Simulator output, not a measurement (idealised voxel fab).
process module | voxel capacitor over wiring
cross-section cut | 245 nm wide | cells 5 nm
A cross-section is a grid of square cells, given in bands from the top down. A band is one or more rows of cells.
Each band's line starts with the height of the band's top and of its bottom, in nm. Then come its materials from left to right, each with its width in nm. One material with "throughout" fills the band from edge to edge. "air" is empty space.
Height 0 is the level under which the wafer as received is all one material. The lowest band goes on downwards, as in "0 down".
A width such as "30 to 40" changes by the same amount from each row of cells to the next, from the band's top row to its bottom row.
"no change" after a step means that no cell of the cross-section changed.
closed voids: empty space of 8 cells or more with no open way to the top, each as width x height at its distance from the left edge, in nm
after a step's settings: what the simulator itself notes on the step
overlay nm, on a step with a mask: how far to the right of its planned place the mask lay; to the left if negative
plan
1 op RECEIVE | material Si
2 op CONFORMAL_DEP | material SiO2 | thk nm 15
3 op DIRECTIONAL_DEP | material TiN | thk nm 5
4 op DIRECTIONAL_DEP | material W | thk nm 25
5 op DIRECTIONAL_DEP | material aC | thk nm 10
6 op PATTERN | tone cover | mask id METAL_1 | material resist | width nm 25 | pitch nm 80 | thk nm 30 | overlay nm 0
7 op DIRECTIONAL_ETCH | etch materials aC | depth nm 10
8 op STRIP | etch materials resist
9 op DIRECTIONAL_ETCH | etch materials W | depth nm 25
10 op DIRECTIONAL_ETCH | etch materials TiN | depth nm 5
11 op STRIP | etch materials aC
12 op CONFORMAL_DEP | material SiCN | thk nm 5
13 op FILL_DEP | material lowk | thk nm 10
14 op CMP | height nm 45
15 op CONFORMAL_DEP | material SiCN | thk nm 5
16 op DIRECTIONAL_DEP | material lowk | thk nm 10
17 op DIRECTIONAL_DEP | material aC | thk nm 10
18 op PATTERN | tone open | mask id PLUG_1 | material resist | width nm 15 | thk nm 30 | overlay nm 0
19 op DIRECTIONAL_ETCH | etch materials aC | depth nm 10
20 op STRIP | etch materials resist
21 op DIRECTIONAL_ETCH | etch materials lowk | depth nm 10
22 op DIRECTIONAL_ETCH | etch materials SiCN | depth nm 5
23 op STRIP | etch materials aC
24 op CONFORMAL_DEP | material TiN | thk nm 5
25 op FILL_DEP | material Cu | thk nm 5
26 op CMP | height nm 60
27 op DIRECTIONAL_DEP | material TiN | thk nm 5
28 op DIRECTIONAL_DEP | material SiN | thk nm 5
29 op DIRECTIONAL_DEP | material TiN | thk nm 5
30 op DIRECTIONAL_DEP | material aC | thk nm 10
31 op PATTERN | tone cover | mask id UPPER_PLATE | material resist | width nm 60 | thk nm 30 | overlay nm 0
32 op DIRECTIONAL_ETCH | etch materials aC | depth nm 10
33 op STRIP | etch materials resist
34 op DIRECTIONAL_ETCH | etch materials TiN | depth nm 5
35 op DIRECTIONAL_ETCH | etch materials SiN | depth nm 5
36 op STRIP | etch materials aC
37 op PATTERN | tone cover | mask id LOWER_PLATE | material resist | width nm 70 | thk nm 20 | overlay nm 0
38 op DIRECTIONAL_ETCH | etch materials TiN | depth nm 5
39 op STRIP | etch materials resist
40 op FILL_DEP | material SiO2 | thk nm 20
41 op CMP | height nm 90
42 op MASKED_ETCH | tone open | mask id PLUG_2 | width nm 15 | etch materials SiO2 | depth nm 15 | overlay nm 0
43 op CONFORMAL_DEP | material TiN | thk nm 5
44 op FILL_DEP | material Cu | thk nm 10
45 op CMP | height nm 90
46 op CONFORMAL_DEP | material SiN | thk nm 5
as received, after step 1
  0 down: Si throughout
  closed voids: none
a wafer at the end: this start, this plan, one mistake
  95 to 90: SiN throughout
  90 to 80: SiO2 90 | TiN 5 | Cu 5 | TiN 5 | SiO2 140
  80 to 75: SiO2 90 | TiN 15 | SiO2 140
  75 to 70: W throughout
  70 to 65: SiN throughout
  65 to 60: TiN throughout
  60 to 50: lowk 80 | TiN 5 | Cu 5 | TiN 5 | lowk 150
  50 to 45: SiCN 80 | TiN 15 | SiCN 150
  45 to 20: lowk 65 | SiCN 5 | W 25 | SiCN 5 | lowk 45 | SiCN 5 | W 25 | SiCN 5 | lowk 65
  20 to 15: SiCN 70 | TiN 25 | SiCN 55 | TiN 25 | SiCN 70
  15 to 0: SiO2 throughout
  0 down: Si throughout
  closed voids: none
what went wrong: step 29 ran as: op DIRECTIONAL_DEP | material W | thk nm 5
